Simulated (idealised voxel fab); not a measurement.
A process module follows: voxel released beams.
FYI the section here is cut, 155 nm wide, cells are 5 nm squares.
Just so we're on the same page, the cross-sections are grids of square cells, and they're listed out in bands top to bottom, each band one or more rows deep.
Top, bottom (nm), then materials left to right with widths (nm); lone material tagged "throughout" fills the whole band edge to edge; "air" = empty space.
Note: height 0 marks the level under which the wafer is uniformly one material as received. Lowest band unbounded below, written "0..down".
Quick explanation for "30..40": the width changes in equal steps down the rows of cells, from the first number in the band's top row to the second number in its bottom row.
Where the words "left unchanged" appear for a step, the cross-section shows no cell changed by that step; every cell remained as before.
In the "Unvented cavities" entry, you get each enclosed empty space of 8 cells or more, one with no open way to the top, written width x height at distance, distance from the left edge, in nm.
What comes after the settings on a step's line is commentary from the simulator itself on that step.
On any step carrying a mask, the "overlay nm" setting, if present on the step's line, tells how far right of its planned place the mask lay; negative values point to the left.

Below is the list of planned process steps:
1 RECEIVE: material Si
2 CONFORMAL_DEP: material Al2O3, thk nm 5
3 DIRECTIONAL_DEP: material SiO2, thk nm 10
4 DIRECTIONAL_DEP: material aC, thk nm 15
5 PATTERN: tone open, mask id ANCHOR, material resist, width nm 40, thk nm 35, overlay nm 0
6 DIRECTIONAL_ETCH: etch materials aC, depth nm 15
7 STRIP: etch materials resist
8 DIRECTIONAL_ETCH: etch materials SiO2, depth nm 10
9 STRIP: etch materials aC
10 CONFORMAL_DEP: material SiN, thk nm 15
11 MASKED_ETCH: tone cover, mask id BEAM, width nm 100, etch materials SiN, depth nm 15, overlay nm 0
12 STRIP: etch materials SiO2

Cross-section, incoming material, after step 1:
  0..down  Si throughout
  Unvented cavities: none

First wafer of two, sectioned at end of module; run went per plan:
  30..20  air=25, then SiN=20, then air=10, then SiN=70, then air=30
  20..15  air=25, then SiN=100, then air=30
  15..5  air=30, then SiN=40, then air=85
  5..0  Al2O3 throughout
  0..down  Si throughout
  Unvented cavities: none

What the second wafer looks like in cross-section once the module is done. Its start and its plan matched the first wafer's exactly; what differed was one mistake in how it was run:
  30..15  air=25, then SiN=100, then air=30
  15..5  SiN throughout
  5..0  Al2O3 throughout
  0..down  Si throughout
  Unvented cavities: none
The plan and the run diverged here: contrary to plan, step 3 was performed as DIRECTIONAL_DEP: material SiN, thk nm 10
Materials where the second wafer ends with more or fewer cells than the first: +50 SiN
